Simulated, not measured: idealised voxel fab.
Process module in this document: voxel transistor to metal
Shown is cross-section cut, with a width of 200 nm and square cells of size 5 nm.
The cross-sections in this document take the form of a grid made of square cells. They are written out as bands, in order from top to bottom. Each band consists of one or more rows of cells.
Top, bottom (nm), then materials left to right with widths (nm); lone material tagged "everywhere" fills the whole band edge to edge; "air" = empty space.
Heights are expressed relative to 0, this being the level below which the as-received wafer comprises one material exclusively. The lowest band is unbounded in the downward direction and is denoted as in "top 0, no bottom".
Quick explanation for "30 to 40": the width changes in equal steps down the rows of cells, from the first number in the band's top row to the second number in its bottom row.
For the purposes of this document, the phrase "no modifications" attached to a step denotes that no cell within the cross-section was modified by that step.
"Encapsulated voids" specifies each empty space that is not open to the top and that occupies no fewer than 8 cells, using the form width x height at distance, the distance measured from the left edge and all three quantities in nm.
If you see something after the settings on a step's line, that's the simulator's own remark about that step.
overlay nm: step with mask; distance mask lay right of planned place; negative value = left of planned place.
The process steps that were planned are listed below
step 1: RECEIVE, material Si
step 2: CONFORMAL_DEP, material SiO2, thk nm 5
step 3: CONFORMAL_DEP, material SiN, thk nm 15
step 4: PATTERN, tone cover, mask id ACTIVE, material resist, width nm 105, thk nm 15, overlay nm 0
step 5: DIRECTIONAL_ETCH, etch materials SiN, depth nm 15
step 6: DIRECTIONAL_ETCH, etch materials SiO2, depth nm 5
step 7: DIRECTIONAL_ETCH, etch materials Si, depth nm 35
step 8: STRIP, etch materials resist
step 9: OXIDIZE, depth nm 5
step 10: FILL_DEP, material SiO2, thk nm 5
step 11: CMP, height nm 20
step 12: SELECTIVE_ETCH, etch materials SiO2, depth nm 15
step 13: STRIP, etch materials SiN
step 14: SELECTIVE_ETCH, etch materials SiO2, depth nm 5
step 15: OXIDIZE, depth nm 5
step 16: DIRECTIONAL_DEP, material polySi, thk nm 30
step 17: DIRECTIONAL_DEP, material SiCN, thk nm 15
step 18: DIRECTIONAL_DEP, material aC, thk nm 15
step 19: PATTERN, tone cover, mask id GATE, material resist, width nm 15, thk nm 30, overlay nm 0
step 20: DIRECTIONAL_ETCH, etch materials aC, depth nm 15
step 21: STRIP, etch materials resist
step 22: DIRECTIONAL_ETCH, etch materials SiCN, depth nm 25
step 23: DIRECTIONAL_ETCH, etch materials polySi, depth nm 40
step 24: STRIP, etch materials aC
step 25: CONFORMAL_DEP, material SiN, thk nm 10
step 26: DIRECTIONAL_ETCH, etch materials SiN, depth nm 10
step 27: DIRECTIONAL_ETCH, etch materials SiO2, depth nm 5
step 28: DIRECTIONAL_ETCH, etch materials Si, depth nm 10
step 29: EPI, material pSi, thk nm 15
step 30: FILL_DEP, material SiO2, thk nm 5
step 31: CMP, height nm 45
step 32: DIRECTIONAL_DEP, material SiO2, thk nm 10
step 33: MASKED_ETCH, tone open, mask id CONTACT, width nm 20, pitch nm 75, etch materials SiO2, depth nm 55, overlay nm 0
step 34: CONFORMAL_DEP, material TiN, thk nm 5
step 35: FILL_DEP, material Ru, thk nm 10
step 36: CMP, height nm 55
step 37: CONFORMAL_DEP, material SiCN, thk nm 5
step 38: DIRECTIONAL_DEP, material SiO2, thk nm 20
step 39: MASKED_ETCH, tone open, mask id METAL_1, width nm 20, pitch nm 75, etch materials SiO2, depth nm 20, overlay nm 0
step 40: MASKED_ETCH, tone open, mask id METAL_1, width nm 20, pitch nm 75, etch materials SiCN, depth nm 5, overlay nm 0
step 41: CONFORMAL_DEP, material TiN, thk nm 5
step 42: FILL_DEP, material Cu, thk nm 5
step 43: CMP, height nm 80
step 44: CONFORMAL_DEP, material SiCN, thk nm 5
step 45: DIRECTIONAL_DEP, material lowk, thk nm 35
step 46: PATTERN, tone open, mask id METAL_2, material resist, width nm 20, pitch nm 75, thk nm 15, overlay nm 0
step 47: DIRECTIONAL_ETCH, etch materials lowk, depth nm 20
step 48: STRIP, etch materials resist
step 49: MASKED_ETCH, tone open, mask id METAL_2_HOLES, width nm 15, pitch nm 75, etch materials lowk, depth nm 15, overlay nm 0
step 50: MASKED_ETCH, tone open, mask id METAL_2_HOLES, width nm 15, pitch nm 75, etch materials SiCN, depth nm 5, overlay nm 0
step 51: CONFORMAL_DEP, material TiN, thk nm 5
step 52: FILL_DEP, material Ru, thk nm 5
step 53: CMP, height nm 120
step 54: CONFORMAL_DEP, material SiN, thk nm 5
Cross-section of the incoming wafer, state after step 1
top 0, no bottom  Si everywhere
Encapsulated voids: none
Cross-section, end of module. Start: as above. Plan: as above. Execution: one mistake
top 125, bottom 120  SiN everywhere
top 120, bottom 115  SiCN=50 / TiN=15 / SiCN=60 / TiN=15 / SiCN=60
top 115, bottom 80  lowk everywhere
top 80, bottom 60  SiO2=50 / TiN=5 / Cu=10 / TiN=5 / SiO2=55 / TiN=5 / Cu=10 / TiN=5 / SiO2=55
top 60, bottom 55  SiCN=50 / TiN=20 / SiCN=55 / TiN=20 / SiCN=55
top 55, bottom 45  SiO2=50 / TiN=5 / Ru=10 / TiN=5 / SiO2=55 / TiN=5 / Ru=10 / TiN=5 / SiO2=55
top 45, bottom 30  SiO2=50 / TiN=5 / Ru=10 / TiN=5 / SiO2=10 / SiN=10 / SiCN=15 / SiN=10 / SiO2=10 / TiN=5 / Ru=10 / TiN=5 / SiO2=55
top 30, bottom 15  SiO2=50 / TiN=5 / Ru=10 / TiN=5 / SiO2=10 / SiN=10 / polySi=15 / SiN=10 / SiO2=10 / TiN=5 / Ru=10 / TiN=5 / SiO2=55
top 15, bottom 10  SiO2=50 / TiN=5 / Ru=5 / TiN=10 / SiO2=10 / SiN=10 / polySi=15 / SiN=10 / SiO2=10 / TiN=10 / Ru=5 / TiN=5 / SiO2=55
top 10, bottom 5  SiO2=50 / TiN=5 / Ru=5 / TiN=5 / pSi=15 / SiN=10 / polySi=15 / SiN=10 / pSi=15 / TiN=5 / Ru=5 / TiN=5 / SiO2=55
top 5, bottom 0  SiO2=50 / TiN=15 / pSi=15 / SiN=10 / polySi=15 / SiN=10 / pSi=15 / TiN=15 / SiO2=55
top 0, bottom -5  SiO2=45 / pSi=35 / SiO2=35 / pSi=35 / SiO2=50
top -5, bottom -15  SiO2=50 / pSi=30 / Si=35 / pSi=30 / SiO2=55
top -15, bottom -40  SiO2=50 / Si=95 / SiO2=55
top -40, no bottom  Si everywhere
Encapsulated voids: none
Run error: plan vs actual: 44 and 45 interchanged
